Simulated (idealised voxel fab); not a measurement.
Herein follows the process module entitled voxel ribs on slabs.
The figure presents cross-section cut, which has a width of 250 nm and is divided into square cells with an edge length of 5 nm.
Bands, listed from the top down, are how a cross-section gets written in this document; the cross-section itself is a grid of square cells, and a band is one or more rows of them.
It is stipulated that each band's entry specify, in nanometres, the height of the top of the band and then that of its bottom, followed by the materials of the band in left-to-right sequence, each together with its width in nanometres. A single material marked by the word "everywhere" is understood to fill the band from edge to edge; the word "blank" is understood to denote empty space.
The level at which height equals 0 is the one under which the wafer, as it arrives, is entirely one material. No lower edge exists for the bottom band, which continues downward and is notated as in "0 down".
Read "30->40" as a graded width: first number on top, second number at the bottom, same change between each pair of neighbouring rows.
You'll sometimes find "nothing changed" written for a step, and that's the way of saying that nowhere in the cross-section did a cell change during that step.
This entry, "Sealed void inventory", enumerates those empty regions of no fewer than 8 cells that possess no open connection to the top. Each region is reported in the form width x height at distance, the distance being taken from the left edge, with all three quantities expressed in nm.
Note: text after step settings on the step line = simulator remark on that step.
overlay nm: mask right of planned place by this much (step with mask). Neg. = left.
This section lists the process steps that were planned
1: RECEIVE (material Si)
2: DIRECTIONAL_DEP (material SiO2; thk nm 20)
3: DIRECTIONAL_DEP (material SiN; thk nm 20)
4: PATTERN (tone cover; mask id RIB; material resist; width nm 25; thk nm 20; overlay nm 0)
5: DIRECTIONAL_ETCH (etch materials SiN; depth nm 10)
6: STRIP (etch materials resist)
7: PATTERN (tone cover; mask id SLAB; material resist; width nm 55; thk nm 15; overlay nm 0)
8: DIRECTIONAL_ETCH (etch materials SiN; depth nm 10)
9: STRIP (etch materials resist)
10: FILL_DEP (material SiO2; thk nm 15)
11: CMP (height nm 50)
12: DIRECTIONAL_DEP (material TiN; thk nm 10)
13: MASKED_ETCH (tone cover; mask id HEATER; width nm 35; etch materials TiN; depth nm 10; overlay nm 0)
14: CONFORMAL_DEP (material SiN; thk nm 10)
Received-state cross-section, reflecting completion of step 1
	0 down | Si everywhere
	Sealed void inventory: none
First of two wafers, end-of-module section, run followed plan
	70 to 60 | blank (95), then SiN (55), then blank (100)
	60 to 50 | SiN (105), then TiN (35), then SiN (110)
	50 to 40 | SiO2 everywhere
	40 to 30 | SiO2 (110), then SiN (25), then SiO2 (115)
	30 to 20 | SiO2 (95), then SiN (55), then SiO2 (100)
	20 to 0 | SiO2 everywhere
	0 down | Si everywhere
	Sealed void inventory: none
What the second wafer looks like in cross-section once the module is done. Its start and its plan matched the first wafer's exactly; what differed was one mistake in how it was run
	70 to 60 | blank (95), then SiN (55), then blank (100)
	60 to 50 | SiN (105), then TiN (35), then SiN (110)
	50 to 20 | SiO2 everywhere
	20 to 0 | SiN everywhere
	0 down | Si everywhere
	Sealed void inventory: none
Against the plan, the run slipped here: steps 2 and 3 got flipped, so each one ran where the other should have
Bottom line after processing is that, in cells, the second wafer is up or down on some materials versus the first: SiN: 168 more; SiO2: 168 fewer
